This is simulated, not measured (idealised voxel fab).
The document below concerns the process module designated voxel lift off.
Displayed cross-section: cut, width of 295 nm, square cells sized 5 nm.
Cross-section spec: square-cell grid; bands listed top down; each band is one or more rows.
It is stipulated that each band's entry specify, in nanometres, the height of the top of the band and then that of its bottom, followed by the materials of the band in left-to-right sequence, each together with its width in nanometres. A single material marked by the word "all across" is understood to fill the band from edge to edge; the word "empty" is understood to denote empty space.
Convention: height 0 is the level below which the wafer, as received, is all one material. The lowest band does not terminate at the bottom but continues downward, represented as "0 -> down".
Graded width ("30..40"): value in top row of band = first number; value in bottom row = second number; row-to-row change constant.
The cross-section has no changed cell in any step marked "nothing altered".
Empty spaces without an open route to the top, at least 8 cells in extent, make up the entry "Unvented internal voids"; each is given as width x height at distance, where the distance is measured from the left edge, and all are in nm.
Read whatever lies past the settings on a step's line as the simulator's own remark about the step.
"overlay nm" on a masked step: distance the mask lay right of its planned place, negative for left.

PLANNED PROCESS STEPS
step 1: RECEIVE with material Si
step 2: CONFORMAL_DEP with material SiN, thk nm 15
step 3: PATTERN with tone open, mask id LINES, material resist, width nm 20, pitch nm 35, thk nm 30, overlay nm 0
step 4: DIRECTIONAL_DEP with material Ru, thk nm 15
step 5: STRIP with etch materials resist
step 6: CONFORMAL_DEP with material SiN, thk nm 5

THE FIRST OF TWO WAFERS, RUN AS PLANNED

STEP 1 COMPLETE: CROSS-SECTION OF THE WAFER AS RECEIVED
  0 -> down | Si all across
  Unvented internal voids: none

AFTER STEP 2
  15 -> 0 | SiN all across
  Anything lower than 0 is untouched.

AFTER STEP 3
  45 -> 15 | resist 120, then empty 20, then resist 15, then empty 20, then resist 120
  Anything lower than 15 is untouched.

AFTER STEP 4
  60 -> 45 | Ru 120, then empty 20, then Ru 15, then empty 20, then Ru 120
  45 -> 30 | resist 120, then empty 20, then resist 15, then empty 20, then resist 120
  30 -> 15 | resist 120, then Ru 20, then resist 15, then Ru 20, then resist 120
  Anything lower than 15 is untouched.

AFTER STEP 5
  30 -> 15 | empty 120, then Ru 20, then empty 15, then Ru 20, then empty 120
  Anything lower than 15 is untouched.

AFTER STEP 6
  35 -> 30 | empty 115, then SiN 30, then empty 5, then SiN 30, then empty 115
  30 -> 20 | empty 115, then SiN 5, then Ru 20, then SiN 5, then empty 5, then SiN 5, then Ru 20, then SiN 5, then empty 115
  20 -> 15 | SiN 120, then Ru 20, then SiN 15, then Ru 20, then SiN 120
  Anything lower than 15 is untouched.

SECOND WAFER - SHARED START AND PLAN WITH THE FIRST - ONE ERROR IN RUNNING - SAME AS THE FIRST UP TO STEP 2 INCLUSIVE

SECOND WAFER AT THE PLANNED FINISH OF STEP 3, SEEN IN CROSS-SECTION
  45 -> 15 | resist 125, then empty 15, then resist 20, then empty 15, then resist 120
  Anything lower than 15 is untouched.

SECOND WAFER AT THE PLANNED FINISH OF STEP 4, SEEN IN CROSS-SECTION
  60 -> 45 | Ru 125, then empty 15, then Ru 20, then empty 15, then Ru 120
  45 -> 30 | resist 125, then empty 15, then resist 20, then empty 15, then resist 120
  30 -> 15 | resist 125, then Ru 15, then resist 20, then Ru 15, then resist 120
  Anything lower than 15 is untouched.

SECOND WAFER AT THE PLANNED FINISH OF STEP 5, SEEN IN CROSS-SECTION
  30 -> 15 | empty 125, then Ru 15, then empty 20, then Ru 15, then empty 120
  Anything lower than 15 is untouched.

SECOND WAFER AT THE PLANNED FINISH OF STEP 6, SEEN IN CROSS-SECTION
  35 -> 30 | empty 120, then SiN 25, then empty 10, then SiN 25, then empty 115
  30 -> 20 | empty 120, then SiN 5, then Ru 15, then SiN 5, then empty 10, then SiN 5, then Ru 15, then SiN 5, then empty 115
  20 -> 15 | SiN 125, then Ru 15, then SiN 20, then Ru 15, then SiN 120
  Anything lower than 15 is untouched.
Heads up, the wafer didn't run the way we planned it: step 3 did not happen as planned, as run it was PATTERN with tone open, mask id LINES, material resist, width nm 15, pitch nm 35, thk nm 30, overlay nm 0
Looking at both finished wafers in cells, the second ends up ahead of or behind the first on some materials: Ru -6
